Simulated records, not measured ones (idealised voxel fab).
Presented below is a process module, voxel self aligned vias.
The figure presents cross-section cut, which has a width of 235 nm and is divided into square cells with an edge length of 5 nm.
A cross-section is written here as square cells arranged in a grid, and it is given in bands from the top down, each band taking up one or more rows of cells. Per band: top height and bottom height in nm, followed by the left-to-right materials and their widths in nm; "everywhere" marks a single material spanning edge to edge, "empty" marks empty space. Where do heights start? At 0: under that level the wafer as delivered is made of one material only. And the lowest band has no floor; it just carries on downward, as in "0 down". Width "30 to 40": first value at the band's top row of cells, second value at its bottom row, equal change from row to row. What does "stayed the same" mean for a step? It means no cell of the cross-section changed in that step. If an empty space has no open way to the top and is at least 8 cells in size, "Enclosed internal cavities" lists it, written width x height at distance, where distance is measured from the left edge and every value is in nm. On a step's line, text after the settings is the simulator commenting on that step. "overlay nm", when on a step's line for a step with a mask, measures how far to the right of its planned place the mask lay; a negative measure means to the left.

# Planned process steps
1 RECEIVE,material Si
2 CONFORMAL_DEP,material SiO2,thk nm 10
3 CONFORMAL_DEP,material SiCN,thk nm 5
4 DIRECTIONAL_DEP,material lowk,thk nm 30
5 DIRECTIONAL_DEP,material aC,thk nm 10
6 PATTERN,tone open,mask id LINES,material resist,width nm 20,pitch nm 55,thk nm 30,overlay nm 0
7 DIRECTIONAL_ETCH,etch materials aC,depth nm 10
8 STRIP,etch materials resist
9 DIRECTIONAL_ETCH,etch materials lowk,depth nm 30
10 STRIP,etch materials aC
11 CONFORMAL_DEP,material TiN,thk nm 5
12 FILL_DEP,material Ru,thk nm 10
13 CMP,height nm 45
14 SELECTIVE_ETCH,etch materials W Ru TiN,depth nm 10
15 FILL_DEP,material SiN,thk nm 10
16 CMP,height nm 45
17 DIRECTIONAL_DEP,material lowk,thk nm 15
18 PATTERN,tone open,mask id VIAS,material resist,width nm 30,pitch nm 110,thk nm 15,overlay nm 0
19 DIRECTIONAL_ETCH,etch materials lowk,depth nm 15
20 DIRECTIONAL_ETCH,etch materials SiN,depth nm 10
21 STRIP,etch materials resist
22 CONFORMAL_DEP,material TiN,thk nm 5
23 FILL_DEP,material Cu,thk nm 5
24 CMP,height nm 60
25 CONFORMAL_DEP,material SiN,thk nm 5

# Wafer at receipt (post step 1), cross-section
> 0 down  Si everywhere
> Enclosed internal cavities: none

# first wafer at the end, as planned
> 65 to 60  SiN everywhere
> 60 to 50  lowk 45 nm  TiN 5 nm  Cu 20 nm  TiN 5 nm  lowk 80 nm  TiN 5 nm  Cu 20 nm  TiN 5 nm  lowk 50 nm
> 50 to 45  lowk 45 nm  TiN 10 nm  Cu 10 nm  TiN 10 nm  lowk 80 nm  TiN 10 nm  Cu 10 nm  TiN 10 nm  lowk 50 nm
> 45 to 40  lowk 50 nm  TiN 5 nm  Cu 10 nm  TiN 5 nm  lowk 35 nm  SiN 20 nm  lowk 35 nm  TiN 5 nm  Cu 10 nm  TiN 5 nm  lowk 55 nm
> 40 to 35  lowk 50 nm  TiN 20 nm  lowk 35 nm  SiN 20 nm  lowk 35 nm  TiN 20 nm  lowk 55 nm
> 35 to 20  lowk 50 nm  TiN 5 nm  Ru 10 nm  TiN 5 nm  lowk 35 nm  TiN 5 nm  Ru 10 nm  TiN 5 nm  lowk 35 nm  TiN 5 nm  Ru 10 nm  TiN 5 nm  lowk 55 nm
> 20 to 15  lowk 50 nm  TiN 20 nm  lowk 35 nm  TiN 20 nm  lowk 35 nm  TiN 20 nm  lowk 55 nm
> 15 to 10  SiCN everywhere
> 10 to 0  SiO2 everywhere
> 0 down  Si everywhere
> Enclosed internal cavities: none

# Cross-section of the latter of the two wafers at module completion. It had an identical start and an identical plan to the former; in running it, one mistake was made
> 65 to 60  SiN everywhere
> 60 to 50  lowk 45 nm  TiN 5 nm  Cu 20 nm  TiN 5 nm  lowk 80 nm  TiN 5 nm  Cu 20 nm  TiN 5 nm  lowk 50 nm
> 50 to 45  lowk 45 nm  TiN 10 nm  Cu 10 nm  TiN 10 nm  lowk 80 nm  TiN 10 nm  Cu 10 nm  TiN 10 nm  lowk 50 nm
> 45 to 40  lowk 50 nm  TiN 5 nm  Cu 10 nm  TiN 5 nm  lowk 35 nm  SiN 20 nm  lowk 35 nm  TiN 5 nm  Cu 10 nm  TiN 5 nm  lowk 55 nm
> 40 to 35  lowk 50 nm  TiN 20 nm  lowk 35 nm  SiN 20 nm  lowk 35 nm  TiN 20 nm  lowk 55 nm
> 35 to 20  lowk 50 nm  TiN 5 nm  Ru 10 nm  TiN 5 nm  lowk 35 nm  TiN 5 nm  Ru 10 nm  TiN 5 nm  lowk 35 nm  TiN 5 nm  Ru 10 nm  TiN 5 nm  lowk 55 nm
> 20 to 15  lowk 50 nm  TiN 20 nm  lowk 35 nm  TiN 20 nm  lowk 35 nm  TiN 20 nm  lowk 55 nm
> 15 to 5  SiO2 everywhere
> 5 to 0  SiCN everywhere
> 0 down  Si everywhere
> Enclosed internal cavities: none
What broke from the plan during processing? steps 2 and 3 traded places in the executed sequence
At the close, every material occupies the same number of cells on the second wafer as on the first, only in different positions.
